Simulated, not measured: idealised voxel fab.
Documented hereafter: the process module known as voxel transistor to metal.
Shown is cross-section cut, with a width of 170 nm and square cells of size 5 nm.
Cross-section format: a grid of square cells, given as bands from top to bottom; each band is one or more rows of cells. For a band, the entry starts with two heights in nm, that of the top and then that of the bottom, and carries on with the band's materials in order from left to right, each alongside its width in nm; the word "all across" beside a single material means it fills the band edge to edge, and "air" means empty space. The level at which height equals 0 is the one under which the wafer, as it arrives, is entirely one material. No lower edge exists for the bottom band, which continues downward and is notated as in "0 -> down". Width: "30..40" (first number = top row, second number = bottom row, same change from row to row of cells). It should be understood that the words "no change", when stated for a given step, signify that the cross-section underwent no change in any of its cells during that step. In the "Enclosed void listing" entry, you get each enclosed empty space of 8 cells or more, one with no open way to the top, written width x height at distance, distance from the left edge, in nm. It should be noted that, on the line of a given step, the content following the step's settings is a remark produced by the simulator itself with respect to that step. Among the settings permitted on a step's line is "overlay nm"; applied to a step with a mask, it specifies the extent to which the mask lay to the right of its planned position, whereas a negative figure signifies a position to the left. If you're wondering how to read the rest of this, here's the deal. It's pairs of cross-sections: one from before a process step, one from after it. The after one is only drawn as far down as the lowest band that changed. Right under each pair you'll see which step sits between them and what its settings were. Don't read the pairs as one continuous story, though. They can come from different runs of this module on the same starting wafer, and a pair only carries on from the one above it where its entry headed "Cross-section, before" says so.

[Cross-section, before]
115 -> 105  35 nm aC  15 nm air  65 nm aC  15 nm air  40 nm aC
105 -> 100  35 nm SiO2  15 nm air  65 nm SiO2  15 nm air  40 nm SiO2
100 -> 90  35 nm SiO2  15 nm aC  65 nm SiO2  15 nm aC  40 nm SiO2
90 -> 75  SiO2 all across
75 -> 70  SiCN all across
70 -> 50  35 nm SiO2  15 nm Ru  65 nm SiO2  15 nm Ru  40 nm SiO2
50 -> 45  35 nm SiO2  15 nm TiN  65 nm SiO2  15 nm TiN  40 nm SiO2
45 -> 35  35 nm SiO2  5 nm TiN  20..15 nm Ru  5..10 nm TiN  35 nm SiO2  5..10 nm TiN  20..15 nm Ru  5 nm TiN  40 nm SiO2
35 -> 30  35 nm SiO2  5 nm TiN  15 nm Ru  5 nm TiN  5 nm SiN  5 nm SiO2  25 nm SiCN  5 nm SiO2  5 nm SiN  5 nm TiN  15 nm Ru  5 nm TiN  40 nm SiO2
30 -> 5  35 nm SiO2  5 nm TiN  15 nm Ru  5 nm TiN  5 nm SiN  5 nm SiO2  25 nm polySi  5 nm SiO2  5 nm SiN  5 nm TiN  15 nm Ru  5 nm TiN  40 nm SiO2
5 -> 0  35 nm SiO2  25 nm TiN  5 nm SiN  5 nm SiO2  25 nm polySi  5 nm SiO2  5 nm SiN  25 nm TiN  40 nm SiO2
0 -> -5  25 nm SiO2  35 nm nSi  45 nm SiO2  35 nm nSi  30 nm SiO2
-5 -> -40  30 nm SiO2  105 nm Si  35 nm SiO2
-40 -> down  Si all across
Enclosed void listing: none

[Step Result]
140 -> 115  35 nm resist  15 nm air  65 nm resist  15 nm air  40 nm resist
Below 115, the layers are the same as they were.
Enclosed void listing: none
Going from one cross-section above to the next, the wafer undergoes PATTERN | tone open | mask id METAL_2_HOLES | material resist | width nm 15 | pitch nm 80 | thk nm 25 | overlay nm 0

Cross-section, before: look at the pair above, its after cross-section is where this step starts.

[Step Result]
130 -> 115  35 nm resist  15 nm air  65 nm resist  15 nm air  40 nm resist
115 -> 105  35 nm aC  15 nm air  65 nm aC  15 nm air  40 nm aC
105 -> 90  35 nm SiO2  15 nm air  65 nm SiO2  15 nm air  40 nm SiO2
Below 90, the layers are the same as they were.
Enclosed void listing: none
Going from one cross-section above to the next, the wafer undergoes DIRECTIONAL_ETCH | etch materials aC | depth nm 10

Cross-section, before: look at the pair above, its after cross-section is where this step starts.

[Step Result]
115 -> 105  35 nm aC  15 nm air  65 nm aC  15 nm air  40 nm aC
Below 105, the layers are the same as they were.
Enclosed void listing: none
Going from one cross-section above to the next, the wafer undergoes STRIP | etch materials resist

Cross-section, before: look at the pair above, its after cross-section is where this step starts.

[Step Result]
115 -> 105  35 nm aC  15 nm air  65 nm aC  15 nm air  40 nm aC
105 -> 75  35 nm SiO2  15 nm air  65 nm SiO2  15 nm air  40 nm SiO2
Below 75, the layers are the same as they were.
Enclosed void listing: none
Going from one cross-section above to the next, the wafer undergoes DIRECTIONAL_ETCH | etch materials SiO2 | depth nm 15

Cross-section, before: look at the pair above, its after cross-section is where this step starts.

[Step Result]
115 -> 105  35 nm aC  15 nm air  65 nm aC  15 nm air  40 nm aC
105 -> 75  35 nm SiO2  15 nm air  65 nm SiO2  15 nm air  40 nm SiO2
75 -> 70  35 nm SiCN  15 nm air  65 nm SiCN  15 nm air  40 nm SiCN
Below 70, the layers are the same as they were.
Enclosed void listing: none
Going from one cross-section above to the next, the wafer undergoes DIRECTIONAL_ETCH | etch materials SiCN | depth nm 5

Cross-section, before: look at the pair above, its after cross-section is where this step starts.

[Step Result]
105 -> 75  35 nm SiO2  15 nm air  65 nm SiO2  15 nm air  40 nm SiO2
Below 75, the layers are the same as they were.
Enclosed void listing: none
Going from one cross-section above to the next, the wafer undergoes STRIP | etch materials aC

Cross-section, before: look at the pair above, its after cross-section is where this step starts.

[Step Result]
110 -> 105  40 nm TiN  5 nm air  75 nm TiN  5 nm air  45 nm TiN
105 -> 75  35 nm SiO2  5 nm TiN  5 nm air  5 nm TiN  65 nm SiO2  5 nm TiN  5 nm air  5 nm TiN  40 nm SiO2
75 -> 70  35 nm SiCN  15 nm TiN  65 nm SiCN  15 nm TiN  40 nm SiCN
Below 70, the layers are the same as they were.
Enclosed void listing: none
Going from one cross-section above to the next, the wafer undergoes CONFORMAL_DEP | material TiN | thk nm 5

Cross-section, before: look at the pair above, its after cross-section is where this step starts.

[Step Result]
120 -> 110  Cu all across
110 -> 105  40 nm TiN  5 nm Cu  75 nm TiN  5 nm Cu  45 nm TiN
105 -> 75  35 nm SiO2  5 nm TiN  5 nm Cu  5 nm TiN  65 nm SiO2  5 nm TiN  5 nm Cu  5 nm TiN  40 nm SiO2
Below 75, the layers are the same as they were.
Enclosed void listing: none
Going from one cross-section above to the next, the wafer undergoes FILL_DEP | material Cu | thk nm 10

Cross-section, before: look at the pair above, its after cross-section is where this step starts.

[Step Result]
105 -> 75  35 nm SiO2  5 nm TiN  5 nm Cu  5 nm TiN  65 nm SiO2  5 nm TiN  5 nm Cu  5 nm TiN  40 nm SiO2
Below 75, the layers are the same as they were.
Enclosed void listing: none
Going from one cross-section above to the next, the wafer undergoes CMP | height nm 105

Cross-section, before: look at the pair above, its after cross-section is where this step starts.

[Step Result]
110 -> 105  SiN all across
Below 105, the layers are the same as they were.
Enclosed void listing: none
Going from one cross-section above to the next, the wafer undergoes CONFORMAL_DEP | material SiN | thk nm 5

[Cross-section, before]
50 -> 45  TiN all across
45 -> 35  35 nm SiO2  5 nm TiN  20..15 nm Ru  5..10 nm TiN  35 nm SiO2  5..10 nm TiN  20..15 nm Ru  5 nm TiN  40 nm SiO2
35 -> 25  35 nm SiO2  5 nm TiN  15 nm Ru  5 nm TiN  5 nm SiN  5 nm SiO2  25 nm SiCN  5 nm SiO2  5 nm SiN  5 nm TiN  15 nm Ru  5 nm TiN  40 nm SiO2
25 -> 0  35 nm SiO2  5 nm TiN  15 nm Ru  5 nm TiN  5 nm SiN  5 nm SiO2  25 nm polySi  5 nm SiO2  5 nm SiN  5 nm TiN  15 nm Ru  5 nm TiN  40 nm SiO2
0 -> -5  25 nm SiO2  5 nm SiN  5 nm SiO2  25 nm TiN  5 nm SiN  5 nm SiO2  25 nm polySi  5 nm SiO2  5 nm SiN  25 nm TiN  5 nm SiO2  5 nm SiN  30 nm SiO2
-5 -> -10  30 nm SiO2  30 nm nSi  45 nm SiO2  30 nm nSi  35 nm SiO2
-10 -> -40  30 nm SiO2  105 nm Si  35 nm SiO2
-40 -> down  Si all across
Enclosed void listing: none

[Step Result]
65 -> 50  Ru all across
Below 50, the layers are the same as they were.
Enclosed void listing: none
Going from one cross-section above to the next, the wafer undergoes DIRECTIONAL_DEP | material Ru | thk nm 15

Cross-section, before: look at the pair above, its after cross-section is where this step starts.

[Step Result]
65 -> 50  35 nm air  15 nm Ru  65 nm air  15 nm Ru  40 nm air
Below 50, the layers are the same as they were.
Enclosed void listing: none
Going from one cross-section above to the next, the wafer undergoes MASKED_ETCH | tone cover | mask id METAL_1 | width nm 15 | pitch nm 80 | etch materials Ru | depth nm 20 | overlay nm 0

Cross-section, before: look at the pair above, its after cross-section is where this step starts.

[Step Result]
65 -> 50  35 nm air  15 nm Ru  65 nm air  15 nm Ru  40 nm air
50 -> 45  35 nm air  15 nm TiN  65 nm air  15 nm TiN  40 nm air
Below 45, the layers are the same as they were.
Enclosed void listing: none
Going from one cross-section above to the next, the wafer undergoes MASKED_ETCH | tone cover | mask id METAL_1 | width nm 15 | pitch nm 80 | etch materials TiN | depth nm 5 | overlay nm 0

Cross-section, before: look at the pair above, its after cross-section is where this step starts.

[Step Result]
75 -> 65  SiO2 all across
65 -> 50  35 nm SiO2  15 nm Ru  65 nm SiO2  15 nm Ru  40 nm SiO2
50 -> 45  35 nm SiO2  15 nm TiN  65 nm SiO2  15 nm TiN  40 nm SiO2
Below 45, the layers are the same as they were.
Enclosed void listing: none
Going from one cross-section above to the next, the wafer undergoes FILL_DEP | material SiO2 | thk nm 10

Cross-section, before: look at the pair above, its after cross-section is where this step starts.

[Step Result]
70 -> 65  SiO2 all across
Below 65, the layers are the same as they were.
Enclosed void listing: none
Going from one cross-section above to the next, the wafer undergoes CMP | height nm 70

Cross-section, before: look at the pair above, its after cross-section is where this step starts.

[Step Result]
75 -> 70  SiCN all across
Below 70, the layers are the same as they were.
Enclosed void listing: none
Going from one cross-section above to the next, the wafer undergoes CONFORMAL_DEP | material SiCN | thk nm 5

Cross-section, before: look at the pair above, its after cross-section is where this step starts.

[Step Result]
105 -> 75  SiO2 all across
Below 75, the layers are the same as they were.
Enclosed void listing: none
Going from one cross-section above to the next, the wafer undergoes DIRECTIONAL_DEP | material SiO2 | thk nm 30

Cross-section, before: look at the pair above, its after cross-section is where this step starts.

[Step Result]
105 -> 90  35 nm SiO2  15 nm air  65 nm SiO2  15 nm air  40 nm SiO2
Below 90, the layers are the same as they were.
Enclosed void listing: none
Going from one cross-section above to the next, the wafer undergoes MASKED_ETCH | tone open | mask id METAL_2 | width nm 15 | pitch nm 80 | etch materials SiO2 | depth nm 15 | overlay nm 0

Cross-section, before: look at the pair above, its after cross-section is where this step starts.

[Step Result]
115 -> 105  35 nm aC  15 nm air  65 nm aC  15 nm air  40 nm aC
105 -> 100  35 nm SiO2  15 nm air  65 nm SiO2  15 nm air  40 nm SiO2
100 -> 90  35 nm SiO2  15 nm aC  65 nm SiO2  15 nm aC  40 nm SiO2
Below 90, the layers are the same as they were.
Enclosed void listing: none
Going from one cross-section above to the next, the wafer undergoes DIRECTIONAL_DEP | material aC | thk nm 10

Cross-section, before: look at the pair above, its after cross-section is where this step starts.

[Step Result]
140 -> 115  35 nm resist  15 nm air  65 nm resist  15 nm air  40 nm resist
Below 115, the layers are the same as they were.
Enclosed void listing: none
Going from one cross-section above to the next, the wafer undergoes PATTERN | tone open | mask id METAL_2_HOLES | material resist | width nm 15 | pitch nm 80 | thk nm 25 | overlay nm 0

Cross-section, before: look at the pair above, its after cross-section is where this step starts.

[Step Result]
130 -> 115  35 nm resist  15 nm air  65 nm resist  15 nm air  40 nm resist
115 -> 105  35 nm aC  15 nm air  65 nm aC  15 nm air  40 nm aC
105 -> 90  35 nm SiO2  15 nm air  65 nm SiO2  15 nm air  40 nm SiO2
Below 90, the layers are the same as they were.
Enclosed void listing: none
Going from one cross-section above to the next, the wafer undergoes DIRECTIONAL_ETCH | etch materials aC | depth nm 10

Cross-section, before: look at the pair above, its after cross-section is where this step starts.

[Step Result]
115 -> 105  35 nm aC  15 nm air  65 nm aC  15 nm air  40 nm aC
Below 105, the layers are the same as they were.
Enclosed void listing: none
Going from one cross-section above to the next, the wafer undergoes STRIP | etch materials resist

Cross-section, before: look at the pair above, its after cross-section is where this step starts.

[Step Result]
115 -> 105  35 nm aC  15 nm air  65 nm aC  15 nm air  40 nm aC
105 -> 75  35 nm SiO2  15 nm air  65 nm SiO2  15 nm air  40 nm SiO2
Below 75, the layers are the same as they were.
Enclosed void listing: none
Going from one cross-section above to the next, the wafer undergoes DIRECTIONAL_ETCH | etch materials SiO2 | depth nm 15

Cross-section, before: look at the pair above, its after cross-section is where this step starts.

[Step Result]
115 -> 105  35 nm aC  15 nm air  65 nm aC  15 nm air  40 nm aC
105 -> 75  35 nm SiO2  15 nm air  65 nm SiO2  15 nm air  40 nm SiO2
75 -> 70  35 nm SiCN  15 nm air  65 nm SiCN  15 nm air  40 nm SiCN
Below 70, the layers are the same as they were.
Enclosed void listing: none
Going from one cross-section above to the next, the wafer undergoes DIRECTIONAL_ETCH | etch materials SiCN | depth nm 5

Cross-section, before: look at the pair above, its after cross-section is where this step starts.

[Step Result]
105 -> 75  35 nm SiO2  15 nm air  65 nm SiO2  15 nm air  40 nm SiO2
Below 75, the layers are the same as they were.
Enclosed void listing: none
Going from one cross-section above to the next, the wafer undergoes STRIP | etch materials aC

Cross-section, before: look at the pair above, its after cross-section is where this step starts.

[Step Result]
110 -> 105  40 nm TiN  5 nm air  75 nm TiN  5 nm air  45 nm TiN
105 -> 75  35 nm SiO2  5 nm TiN  5 nm air  5 nm TiN  65 nm SiO2  5 nm TiN  5 nm air  5 nm TiN  40 nm SiO2
75 -> 70  35 nm SiCN  15 nm TiN  65 nm SiCN  15 nm TiN  40 nm SiCN
Below 70, the layers are the same as they were.
Enclosed void listing: none
Going from one cross-section above to the next, the wafer undergoes CONFORMAL_DEP | material TiN | thk nm 5

Cross-section, before: look at the pair above, its after cross-section is where this step starts.

[Step Result]
120 -> 110  Cu all across
110 -> 105  40 nm TiN  5 nm Cu  75 nm TiN  5 nm Cu  45 nm TiN
105 -> 75  35 nm SiO2  5 nm TiN  5 nm Cu  5 nm TiN  65 nm SiO2  5 nm TiN  5 nm Cu  5 nm TiN  40 nm SiO2
Below 75, the layers are the same as they were.
Enclosed void listing: none
Going from one cross-section above to the next, the wafer undergoes FILL_DEP | material Cu | thk nm 10

Cross-section, before: look at the pair above, its after cross-section is where this step starts.

[Step Result]
105 -> 75  35 nm SiO2  5 nm TiN  5 nm Cu  5 nm TiN  65 nm SiO2  5 nm TiN  5 nm Cu  5 nm TiN  40 nm SiO2
Below 75, the layers are the same as they were.
Enclosed void listing: none
Going from one cross-section above to the next, the wafer undergoes CMP | height nm 105

Cross-section, before: look at the pair above, its after cross-section is where this step starts.

[Step Result]
110 -> 105  SiN all across
Below 105, the layers are the same as they were.
Enclosed void listing: none
Going from one cross-section above to the next, the wafer undergoes CONFORMAL_DEP | material SiN | thk nm 5

[Cross-section, before]
55 -> 45  aC all across
45 -> 35  SiO2 all across
35 -> 25  60 nm SiO2  5 nm SiN  5 nm SiO2  25 nm SiCN  5 nm SiO2  5 nm SiN  65 nm SiO2
25 -> 0  60 nm SiO2  5 nm SiN  5 nm SiO2  25 nm polySi  5 nm SiO2  5 nm SiN  65 nm SiO2
0 -> -5  25 nm SiO2  5 nm SiN  30 nm SiO2  5 nm SiN  5 nm SiO2  25 nm polySi  5 nm SiO2  5 nm SiN  30 nm SiO2  5 nm SiN  30 nm SiO2
-5 -> -10  30 nm SiO2  30 nm nSi  45 nm SiO2  30 nm nSi  35 nm SiO2
-10 -> -40  30 nm SiO2  105 nm Si  35 nm SiO2
-40 -> down  Si all across
Enclosed void listing: none

[Step Result]
85 -> 55  40 nm resist  20 nm air  45 nm resist  20 nm air  45 nm resist
Below 55, the layers are the same as they were.
Enclosed void listing: none
Going from one cross-section above to the next, the wafer undergoes PATTERN | tone open | mask id CONTACT | material resist | width nm 20 | pitch nm 65 | thk nm 30 | overlay nm 0

Cross-section, before: look at the pair above, its after cross-section is where this step starts.

[Step Result]
75 -> 55  40 nm resist  20 nm air  45 nm resist  20 nm air  45 nm resist
55 -> 45  40 nm aC  20 nm air  45 nm aC  20 nm air  45 nm aC
Below 45, the layers are the same as they were.
Enclosed void listing: none
Going from one cross-section above to the next, the wafer undergoes DIRECTIONAL_ETCH | etch materials aC | depth nm 10

Cross-section, before: look at the pair above, its after cross-section is where this step starts.

[Step Result]
55 -> 45  40 nm aC  20 nm air  45 nm aC  20 nm air  45 nm aC
Below 45, the layers are the same as they were.
Enclosed void listing: none
Going from one cross-section above to the next, the wafer undergoes STRIP | etch materials resist

Cross-section, before: look at the pair above, its after cross-section is where this step starts.

[Step Result]
55 -> 45  40 nm aC  20 nm air  45 nm aC  20 nm air  45 nm aC
45 -> 35  40 nm SiO2  20 nm air  45 nm SiO2  20 nm air  45 nm SiO2
35 -> 25  40 nm SiO2  20 nm air  5 nm SiN  5 nm SiO2  25 nm SiCN  5 nm SiO2  5 nm SiN  20 nm air  45 nm SiO2
25 -> 0  40 nm SiO2  20 nm air  5 nm SiN  5 nm SiO2  25 nm polySi  5 nm SiO2  5 nm SiN  20 nm air  45 nm SiO2
0 -> -5  25 nm SiO2  5 nm SiN  10 nm SiO2  20 nm air  5 nm SiN  5 nm SiO2  25 nm polySi  5 nm SiO2  5 nm SiN  20 nm air  10 nm SiO2  5 nm SiN  30 nm SiO2
Below -5, the layers are the same as they were.
Enclosed void listing: none
Going from one cross-section above to the next, the wafer undergoes DIRECTIONAL_ETCH | etch materials SiO2 | depth nm 50

Cross-section, before: look at the pair above, its after cross-section is where this step starts.

[Step Result]
45 -> 35  40 nm SiO2  20 nm air  45 nm SiO2  20 nm air  45 nm SiO2
Below 35, the layers are the same as they were.
Enclosed void listing: none
Going from one cross-section above to the next, the wafer undergoes STRIP | etch materials aC

Cross-section, before: look at the pair above, its after cross-section is where this step starts.

[Step Result]
50 -> 45  45 nm TiN  10 nm air  55 nm TiN  10 nm air  50 nm TiN
45 -> 35  40 nm SiO2  5 nm TiN  10 nm air  5 nm TiN  45 nm SiO2  5 nm TiN  10 nm air  5 nm TiN  45 nm SiO2
35 -> 25  40 nm SiO2  5 nm TiN  10 nm air  5 nm TiN  5 nm SiN  5 nm SiO2  25 nm SiCN  5 nm SiO2  5 nm SiN  5 nm TiN  10 nm air  5 nm TiN  45 nm SiO2
25 -> 0  40 nm SiO2  5 nm TiN  10 nm air  5 nm TiN  5 nm SiN  5 nm SiO2  25 nm polySi  5 nm SiO2  5 nm SiN  5 nm TiN  10 nm air  5 nm TiN  45 nm SiO2
0 -> -5  25 nm SiO2  5 nm SiN  10 nm SiO2  20 nm TiN  5 nm SiN  5 nm SiO2  25 nm polySi  5 nm SiO2  5 nm SiN  20 nm TiN  10 nm SiO2  5 nm SiN  30 nm SiO2
Below -5, the layers are the same as they were.
Enclosed void listing: none
Going from one cross-section above to the next, the wafer undergoes CONFORMAL_DEP | material TiN | thk nm 5

Cross-section, before: look at the pair above, its after cross-section is where this step starts.

[Step Result]
60 -> 50  Ru all across
50 -> 45  45 nm TiN  10 nm Ru  55 nm TiN  10 nm Ru  50 nm TiN
45 -> 35  40 nm SiO2  5 nm TiN  10 nm Ru  5 nm TiN  45 nm SiO2  5 nm TiN  10 nm Ru  5 nm TiN  45 nm SiO2
35 -> 25  40 nm SiO2  5 nm TiN  10 nm Ru  5 nm TiN  5 nm SiN  5 nm SiO2  25 nm SiCN  5 nm SiO2  5 nm SiN  5 nm TiN  10 nm Ru  5 nm TiN  45 nm SiO2
25 -> 0  40 nm SiO2  5 nm TiN  10 nm Ru  5 nm TiN  5 nm SiN  5 nm SiO2  25 nm polySi  5 nm SiO2  5 nm SiN  5 nm TiN  10 nm Ru  5 nm TiN  45 nm SiO2
Below 0, the layers are the same as they were.
Enclosed void listing: none
Going from one cross-section above to the next, the wafer undergoes FILL_DEP | material Ru | thk nm 10

Cross-section, before: look at the pair above, its after cross-section is where this step starts.

[Step Result]
45 -> 35  40 nm SiO2  5 nm TiN  10 nm Ru  5 nm TiN  45 nm SiO2  5 nm TiN  10 nm Ru  5 nm TiN  45 nm SiO2
Below 35, the layers are the same as they were.
Enclosed void listing: none
Going from one cross-section above to the next, the wafer undergoes CMP | height nm 45

Cross-section, before: look at the pair above, its after cross-section is where this step starts.

[Step Result]
50 -> 45  TiN all across
Below 45, the layers are the same as they were.
Enclosed void listing: none
Going from one cross-section above to the next, the wafer undergoes DIRECTIONAL_DEP | material TiN | thk nm 5

Cross-section, before: look at the pair above, its after cross-section is where this step starts.

[Step Result]
70 -> 50  Ru all across
Below 50, the layers are the same as they were.
Enclosed void listing: none
Going from one cross-section above to the next, the wafer undergoes DIRECTIONAL_DEP | material Ru | thk nm 20

Cross-section, before: look at the pair above, its after cross-section is where this step starts.

[Step Result]
70 -> 50  35 nm air  15 nm Ru  65 nm air  15 nm Ru  40 nm air
Below 50, the layers are the same as they were.
Enclosed void listing: none
Going from one cross-section above to the next, the wafer undergoes MASKED_ETCH | tone cover | mask id METAL_1 | width nm 15 | pitch nm 80 | etch materials Ru | depth nm 20 | overlay nm 0

Cross-section, before: look at the pair above, its after cross-section is where this step starts.

[Step Result]
70 -> 50  35 nm air  15 nm Ru  65 nm air  15 nm Ru  40 nm air
50 -> 45  35 nm air  15 nm TiN  65 nm air  15 nm TiN  40 nm air
Below 45, the layers are the same as they were.
Enclosed void listing: none
Going from one cross-section above to the next, the wafer undergoes MASKED_ETCH | tone cover | mask id METAL_1 | width nm 15 | pitch nm 80 | etch materials TiN | depth nm 5 | overlay nm 0

Cross-section, before: look at the pair above, its after cross-section is where this step starts.

[Step Result]
80 -> 70  SiO2 all across
70 -> 50  35 nm SiO2  15 nm Ru  65 nm SiO2  15 nm Ru  40 nm SiO2
50 -> 45  35 nm SiO2  15 nm TiN  65 nm SiO2  15 nm TiN  40 nm SiO2
Below 45, the layers are the same as they were.
Enclosed void listing: none
Going from one cross-section above to the next, the wafer undergoes FILL_DEP | material SiO2 | thk nm 10

Cross-section, before: look at the pair above, its after cross-section is where this step starts.

[Step Result]
70 -> 50  35 nm SiO2  15 nm Ru  65 nm SiO2  15 nm Ru  40 nm SiO2
Below 50, the layers are the same as they were.
Enclosed void listing: none
Going from one cross-section above to the next, the wafer undergoes CMP | height nm 70

Cross-section, before: look at the pair above, its after cross-section is where this step starts.

[Step Result]
75 -> 70  SiCN all across
Below 70, the layers are the same as they were.
Enclosed void listing: none
Going from one cross-section above to the next, the wafer undergoes CONFORMAL_DEP | material SiCN | thk nm 5

Cross-section, before: look at the pair above, its after cross-section is where this step starts.

[Step Result]
105 -> 75  SiO2 all across
Below 75, the layers are the same as they were.
Enclosed void listing: none
Going from one cross-section above to the next, the wafer undergoes DIRECTIONAL_DEP | material SiO2 | thk nm 30

Cross-section, before: look at the pair above, its after cross-section is where this step starts.

[Step Result]
105 -> 90  35 nm SiO2  15 nm air  65 nm SiO2  15 nm air  40 nm SiO2
Below 90, the layers are the same as they were.
Enclosed void listing: none
Going from one cross-section above to the next, the wafer undergoes MASKED_ETCH | tone open | mask id METAL_2 | width nm 15 | pitch nm 80 | etch materials SiO2 | depth nm 15 | overlay nm 0

Cross-section, before: look at the pair above, its after cross-section is where this step starts.

[Step Result]
115 -> 105  35 nm aC  15 nm air  65 nm aC  15 nm air  40 nm aC
105 -> 100  35 nm SiO2  15 nm air  65 nm SiO2  15 nm air  40 nm SiO2
100 -> 90  35 nm SiO2  15 nm aC  65 nm SiO2  15 nm aC  40 nm SiO2
Below 90, the layers are the same as they were.
Enclosed void listing: none
Going from one cross-section above to the next, the wafer undergoes DIRECTIONAL_DEP | material aC | thk nm 10

Cross-section, before: look at the pair above, its after cross-section is where this step starts.

[Step Result]
140 -> 115  35 nm resist  15 nm air  65 nm resist  15 nm air  40 nm resist
Below 115, the layers are the same as they were.
Enclosed void listing: none
Going from one cross-section above to the next, the wafer undergoes PATTERN | tone open | mask id METAL_2_HOLES | material resist | width nm 15 | pitch nm 80 | thk nm 25 | overlay nm 0

Cross-section, before: look at the pair above, its after cross-section is where this step starts.

[Step Result]
130 -> 115  35 nm resist  15 nm air  65 nm resist  15 nm air  40 nm resist
115 -> 105  35 nm aC  15 nm air  65 nm aC  15 nm air  40 nm aC
105 -> 90  35 nm SiO2  15 nm air  65 nm SiO2  15 nm air  40 nm SiO2
Below 90, the layers are the same as they were.
Enclosed void listing: none
Going from one cross-section above to the next, the wafer undergoes DIRECTIONAL_ETCH | etch materials aC | depth nm 10

Cross-section, before: look at the pair above, its after cross-section is where this step starts.

[Step Result]
115 -> 105  35 nm aC  15 nm air  65 nm aC  15 nm air  40 nm aC
Below 105, the layers are the same as they were.
Enclosed void listing: none
Going from one cross-section above to the next, the wafer undergoes STRIP | etch materials resist

Cross-section, before: look at the pair above, its after cross-section is where this step starts.

[Step Result]
115 -> 105  35 nm aC  15 nm air  65 nm aC  15 nm air  40 nm aC
105 -> 75  35 nm SiO2  15 nm air  65 nm SiO2  15 nm air  40 nm SiO2
Below 75, the layers are the same as they were.
Enclosed void listing: none
Going from one cross-section above to the next, the wafer undergoes DIRECTIONAL_ETCH | etch materials SiO2 | depth nm 15

Cross-section, before: look at the pair above, its after cross-section is where this step starts.

[Step Result]
115 -> 105  35 nm aC  15 nm air  65 nm aC  15 nm air  40 nm aC
105 -> 75  35 nm SiO2  15 nm air  65 nm SiO2  15 nm air  40 nm SiO2
75 -> 70  35 nm SiCN  15 nm air  65 nm SiCN  15 nm air  40 nm SiCN
Below 70, the layers are the same as they were.
Enclosed void listing: none
Going from one cross-section above to the next, the wafer undergoes DIRECTIONAL_ETCH | etch materials SiCN | depth nm 5

Cross-section, before: look at the pair above, its after cross-section is where this step starts.

[Step Result]
105 -> 75  35 nm SiO2  15 nm air  65 nm SiO2  15 nm air  40 nm SiO2
Below 75, the layers are the same as they were.
Enclosed void listing: none
Going from one cross-section above to the next, the wafer undergoes STRIP | etch materials aC

Cross-section, before: look at the pair above, its after cross-section is where this step starts.

[Step Result]
110 -> 105  40 nm TiN  5 nm air  75 nm TiN  5 nm air  45 nm TiN
105 -> 75  35 nm SiO2  5 nm TiN  5 nm air  5 nm TiN  65 nm SiO2  5 nm TiN  5 nm air  5 nm TiN  40 nm SiO2
75 -> 70  35 nm SiCN  15 nm TiN  65 nm SiCN  15 nm TiN  40 nm SiCN
Below 70, the layers are the same as they were.
Enclosed void listing: none
Going from one cross-section above to the next, the wafer undergoes CONFORMAL_DEP | material TiN | thk nm 5

Cross-section, before: look at the pair above, its after cross-section is where this step starts.

[Step Result]
120 -> 110  Cu all across
110 -> 105  40 nm TiN  5 nm Cu  75 nm TiN  5 nm Cu  45 nm TiN
105 -> 75  35 nm SiO2  5 nm TiN  5 nm Cu  5 nm TiN  65 nm SiO2  5 nm TiN  5 nm Cu  5 nm TiN  40 nm SiO2
Below 75, the layers are the same as they were.
Enclosed void listing: none
Going from one cross-section above to the next, the wafer undergoes FILL_DEP | material Cu | thk nm 10

Cross-section, before: look at the pair above, its after cross-section is where this step starts.

[Step Result]
105 -> 75  35 nm SiO2  5 nm TiN  5 nm Cu  5 nm TiN  65 nm SiO2  5 nm TiN  5 nm Cu  5 nm TiN  40 nm SiO2
Below 75, the layers are the same as they were.
Enclosed void listing: none
Going from one cross-section above to the next, the wafer undergoes CMP | height nm 105

Cross-section, before: look at the pair above, its after cross-section is where this step starts.

[Step Result]
110 -> 105  SiN all across
Below 105, the layers are the same as they were.
Enclosed void listing: none
Going from one cross-section above to the next, the wafer undergoes CONFORMAL_DEP | material SiN | thk nm 5

[Cross-section, before]
30 -> 15  aC all across
15 -> 0  SiN all across
0 -> -5  SiO2 all across
-5 -> down  Si all across
Enclosed void listing: none

[Step Result]
60 -> 30  15 nm air  115 nm resist  40 nm air
Below 30, the layers are the same as they were.
Enclosed void listing: none
Going from one cross-section above to the next, the wafer undergoes PATTERN | tone cover | mask id ACTIVE | material resist | width nm 115 | thk nm 30 | overlay nm -10

Cross-section, before: look at the pair above, its after cross-section is where this step starts.

[Step Result]
45 -> 30  15 nm air  115 nm resist  40 nm air
30 -> 15  15 nm air  115 nm aC  40 nm air
Below 15, the layers are the same as they were.
Enclosed void listing: none
Going from one cross-section above to the next, the wafer undergoes DIRECTIONAL_ETCH | etch materials aC | depth nm 15

Cross-section, before: look at the pair above, its after cross-section is where this step starts.

[Step Result]
30 -> 15  15 nm air  115 nm aC  40 nm air
Below 15, the layers are the same as they were.
Enclosed void listing: none
Going from one cross-section above to the next, the wafer undergoes STRIP | etch materials resist

Cross-section, before: look at the pair above, its after cross-section is where this step starts.

[Step Result]
30 -> 15  15 nm air  115 nm aC  40 nm air
15 -> 0  15 nm air  115 nm SiN  40 nm air
Below 0, the layers are the same as they were.
Enclosed void listing: none
Going from one cross-section above to the next, the wafer undergoes DIRECTIONAL_ETCH | etch materials SiN | depth nm 15

Cross-section, before: look at the pair above, its after cross-section is where this step starts.

[Step Result]
30 -> 15  15 nm air  115 nm aC  40 nm air
15 -> 0  15 nm air  115 nm SiN  40 nm air
0 -> -5  15 nm air  115 nm SiO2  40 nm air
Below -5, the layers are the same as they were.
Enclosed void listing: none
Going from one cross-section above to the next, the wafer undergoes DIRECTIONAL_ETCH | etch materials SiO2 | depth nm 5

Cross-section, before: look at the pair above, its after cross-section is where this step starts.

[Step Result]
30 -> 15  15 nm air  115 nm aC  40 nm air
15 -> 0  15 nm air  115 nm SiN  40 nm air
0 -> -5  15 nm air  115 nm SiO2  40 nm air
-5 -> -35  15 nm air  115 nm Si  40 nm air
Below -35, the layers are the same as they were.
Enclosed void listing: none
Going from one cross-section above to the next, the wafer undergoes DIRECTIONAL_ETCH | etch materials Si | depth nm 30

Cross-section, before: look at the pair above, its after cross-section is where this step starts.

[Step Result]
15 -> 0  15 nm air  115 nm SiN  40 nm air
Below 0, the layers are the same as they were.
Enclosed void listing: none
Going from one cross-section above to the next, the wafer undergoes STRIP | etch materials aC
